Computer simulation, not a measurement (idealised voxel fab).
Name of the process module below: voxel quadruple lines
Shown is cross-section cut, with a width of 140 nm and square cells of size 5 nm.
A cross-section is a grid of square cells, given in bands from the top down. A band is one or more rows of cells. Within each band entry, the heights of the top and of the bottom of the band appear first, in that order and in nm; the materials of the band then follow from left to right, each with its corresponding width in nm. The designation "edge to edge" on a single material indicates that it fills the band from edge to edge; the designation "blank" indicates empty space. Beneath 0, the wafer as received is one material, and that level is where height counting begins. The lowest band goes on downward without a bottom; it is written like "0 and below". Width "30->40": first value at the band's top row of cells, second value at its bottom row, equal change from row to row. What does "nothing was modified" mean for a step? It means no cell of the cross-section changed in that step. Empty spaces without an open route to the top, at least 8 cells in extent, make up the entry "Sealed internal cavities"; each is given as width x height at distance, where the distance is measured from the left edge, and all are in nm. Past the settings on a step's line: simulator remark, on that step. overlay nm: how far to the right of its planned place the mask lay on this masked step (negative: to the left).
These are the steps we planned for the process:
- 1: RECEIVE (material Si)
- 2: CONFORMAL_DEP (material Al2O3; thk nm 10)
- 3: DIRECTIONAL_DEP (material W; thk nm 15)
- 4: DIRECTIONAL_DEP (material polySi; thk nm 20)
- 5: DIRECTIONAL_DEP (material aC; thk nm 20)
- 6: PATTERN (tone cover; mask id MANDREL; material resist; width nm 15; thk nm 25; overlay nm 0)
- 7: DIRECTIONAL_ETCH (etch materials aC; depth nm 20)
- 8: STRIP (etch materials resist)
- 9: CONFORMAL_DEP (material SiO2; thk nm 10)
- 10: DIRECTIONAL_ETCH (etch materials SiO2; depth nm 10)
- 11: STRIP (etch materials aC)
- 12: DIRECTIONAL_ETCH (etch materials polySi; depth nm 20)
- 13: STRIP (etch materials SiO2)
- 14: CONFORMAL_DEP (material SiN; thk nm 5)
- 15: DIRECTIONAL_ETCH (etch materials SiN; depth nm 5)
- 16: STRIP (etch materials polySi)
- 17: DIRECTIONAL_ETCH (etch materials W; depth nm 15)
- 18: STRIP (etch materials SiN)
- 19: FILL_DEP (material lowk; thk nm 5)
- 20: CMP (height nm 25)
varied across the wafers: width nm of step 6. The plan shows the first wafer's value. All wafers start alike
This is how the first of several wafers looked in cross-section when it arrived, which is after step 1:
- 0 and below: Si edge to edge
- Sealed internal cavities: none
Heads up, this table goes wafer by wafer. A row tells you, at the end of the module, how many cells of each material that wafer has put on (+) or dropped (-) since it was received, and then its closed voids:
width nm 15, +56 Al2O3, +12 W, +72 lowk, Sealed internal cavities: none
width nm 20, +56 Al2O3, +12 W, +72 lowk, Sealed internal cavities: none
width nm 25, +56 Al2O3, +12 W, +72 lowk, Sealed internal cavities: none
width nm 30, +56 Al2O3, +12 W, +72 lowk, Sealed internal cavities: none
width nm 35, +56 Al2O3, +12 W, +72 lowk, Sealed internal cavities: none
